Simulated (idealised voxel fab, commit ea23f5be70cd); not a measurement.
Process module, titled voxel transistor to metal
Pictured: cross-section cut, 300 nm wide, on a grid of 5 nm square cells.
Heads up, the way a cross-section reads in here is a grid of square cells, handed over as bands from the top down, with every band being one or more rows of cells.
Heads up on the band format: heights come first, top then bottom, in nm. After that it's the materials left to right, each with its width in nm. A single material flagged "full width" fills the whole band edge to edge, and "blank" means there's empty space there.
Height reference: 0 = level under which incoming wafer is all one material. Lowest band: no bottom, runs on downward, e.g. "from 0 down".
A width given as "30 to 40" starts at the first number in the band's top row and ends at the second number in its bottom row, shifting by an equal amount at every step from row to row.
A step reported as "nothing changed" is a step in which no cell of the cross-section changed.
Entry "Unvented cavities" = empty spaces >= 8 cells with no open way to the top; each as width x height at distance, distance from left edge, all nm.
On each step's line, the part that comes after the settings is the simulator's own comment on the step.
"overlay nm" denotes, for a step that has a mask, the displacement of the mask to the right of its planned place, with negative values corresponding to the left.
Planned process steps
1: RECEIVE,material Si
2: CONFORMAL_DEP,material SiO2,thk nm 5
3: CONFORMAL_DEP,material SiN,thk nm 15
4: PATTERN,tone cover,mask id ACTIVE,material resist,width nm 100,pitch nm 125,thk nm 15,overlay nm 0
5: DIRECTIONAL_ETCH,etch materials SiN,depth nm 15
6: DIRECTIONAL_ETCH,etch materials SiO2,depth nm 5
7: DIRECTIONAL_ETCH,etch materials Si,depth nm 20
8: STRIP,etch materials resist
9: FILL_DEP,material SiO2,thk nm 10
10: CMP,height nm 20
11: SELECTIVE_ETCH,etch materials SiO2,depth nm 15
12: STRIP,etch materials SiN
13: SELECTIVE_ETCH,etch materials SiO2,depth nm 5
14: OXIDIZE,depth nm 5
15: DIRECTIONAL_DEP,material polySi,thk nm 30
16: DIRECTIONAL_DEP,material SiCN,thk nm 10
17: PATTERN,tone cover,mask id GATE,material resist,width nm 20,pitch nm 125,thk nm 20,overlay nm 0
18: DIRECTIONAL_ETCH,etch materials SiCN,depth nm 20
19: DIRECTIONAL_ETCH,etch materials polySi,depth nm 40
20: STRIP,etch materials resist
21: CONFORMAL_DEP,material SiO2,thk nm 5
22: DIRECTIONAL_ETCH,etch materials SiO2,depth nm 5
23: CONFORMAL_DEP,material SiN,thk nm 5
24: DIRECTIONAL_ETCH,etch materials SiN,depth nm 5
25: DIRECTIONAL_ETCH,etch materials SiO2,depth nm 5
26: DIRECTIONAL_ETCH,etch materials Si,depth nm 10
27: EPI,material pSi,thk nm 15
28: FILL_DEP,material SiO2,thk nm 10
29: CMP,height nm 40
30: DIRECTIONAL_DEP,material SiO2,thk nm 10
31: PATTERN,tone open,mask id CONTACT,material resist,width nm 30,thk nm 20,overlay nm 0
32: DIRECTIONAL_ETCH,etch materials SiO2,depth nm 50
33: STRIP,etch materials resist
34: CONFORMAL_DEP,material TiN,thk nm 5
35: FILL_DEP,material Ru,thk nm 5
36: CMP,height nm 50
37: DIRECTIONAL_DEP,material TiN,thk nm 5
38: DIRECTIONAL_DEP,material W,thk nm 25
39: DIRECTIONAL_DEP,material aC,thk nm 10
40: PATTERN,tone cover,mask id METAL_1,material resist,width nm 15,thk nm 30,overlay nm 0
41: DIRECTIONAL_ETCH,etch materials aC,depth nm 10
42: STRIP,etch materials resist
43: DIRECTIONAL_ETCH,etch materials W,depth nm 25
44: DIRECTIONAL_ETCH,etch materials TiN,depth nm 5
45: STRIP,etch materials aC
46: CONFORMAL_DEP,material SiCN,thk nm 5
47: FILL_DEP,material SiO2,thk nm 10
48: CMP,height nm 80
49: CONFORMAL_DEP,material SiCN,thk nm 5
Cross-section of the incoming wafer, state after step 1
  from 0 down: Si full width
  Unvented cavities: none
Wafer cross-section at end of module: start and plan as shown above, one execution error
  from 85 to 80: SiCN full width
  from 80 to 75: SiCN 40 nm; TiN 15 nm; SiCN 60 nm; TiN 15 nm; SiCN 35 nm; TiN 15 nm; SiCN 60 nm; TiN 15 nm; SiCN 45 nm
  from 75 to 50: W full width
  from 50 to 40: SiO2 40 nm; TiN 5 nm; Ru 20 to 15 nm; TiN 5 to 10 nm; SiO2 30 nm; TiN 5 to 10 nm; Ru 20 to 15 nm; TiN 5 nm; SiO2 35 nm; TiN 5 nm; Ru 20 to 15 nm; TiN 5 to 10 nm; SiO2 30 nm; TiN 5 to 10 nm; Ru 20 to 15 nm; TiN 5 nm; SiO2 45 nm
  from 40 to 30: SiO2 40 nm; TiN 5 nm; Ru 15 nm; TiN 5 nm; SiN 5 nm; SiO2 5 nm; SiCN 20 nm; SiO2 5 nm; SiN 5 nm; TiN 5 nm; Ru 15 nm; TiN 5 nm; SiO2 35 nm; TiN 5 nm; Ru 15 nm; TiN 5 nm; SiN 5 nm; SiO2 5 nm; SiCN 20 nm; SiO2 5 nm; SiN 5 nm; TiN 5 nm; Ru 15 nm; TiN 5 nm; SiO2 45 nm
  from 30 to 15: SiO2 40 nm; TiN 5 nm; Ru 15 nm; TiN 5 nm; SiN 5 nm; SiO2 5 nm; polySi 20 nm; SiO2 5 nm; SiN 5 nm; TiN 5 nm; Ru 15 nm; TiN 5 nm; SiO2 35 nm; TiN 5 nm; Ru 15 nm; TiN 5 nm; SiN 5 nm; SiO2 5 nm; polySi 20 nm; SiO2 5 nm; SiN 5 nm; TiN 5 nm; Ru 15 nm; TiN 5 nm; SiO2 45 nm
  from 15 to 10: SiO2 40 nm; TiN 25 nm; SiN 5 nm; SiO2 5 nm; polySi 20 nm; SiO2 5 nm; SiN 5 nm; TiN 25 nm; SiO2 35 nm; TiN 25 nm; SiN 5 nm; SiO2 5 nm; polySi 20 nm; SiO2 5 nm; SiN 5 nm; TiN 25 nm; SiO2 45 nm
  from 10 to 0: SiO2 40 nm; TiN 10 nm; pSi 15 nm; SiN 5 nm; SiO2 5 nm; polySi 20 nm; SiO2 5 nm; SiN 5 nm; pSi 15 nm; TiN 10 nm; SiO2 35 nm; TiN 10 nm; pSi 15 nm; SiN 5 nm; SiO2 5 nm; polySi 20 nm; SiO2 5 nm; SiN 5 nm; pSi 15 nm; TiN 10 nm; SiO2 45 nm
  from 0 to -5: SiO2 30 nm; pSi 35 nm; SiO2 40 nm; pSi 35 nm; SiO2 15 nm; pSi 35 nm; SiO2 40 nm; pSi 35 nm; SiO2 35 nm
  from -5 to -15: SiO2 35 nm; pSi 30 nm; Si 40 nm; pSi 30 nm; SiO2 25 nm; pSi 30 nm; Si 40 nm; pSi 30 nm; SiO2 40 nm
  from -15 to -20: SiO2 35 nm; Si 100 nm; SiO2 25 nm; Si 100 nm; SiO2 40 nm
  from -20 down: Si full width
  Unvented cavities: none
Run error: it was found that steps 37 and 38 of the process plan had been performed in exchanged positions
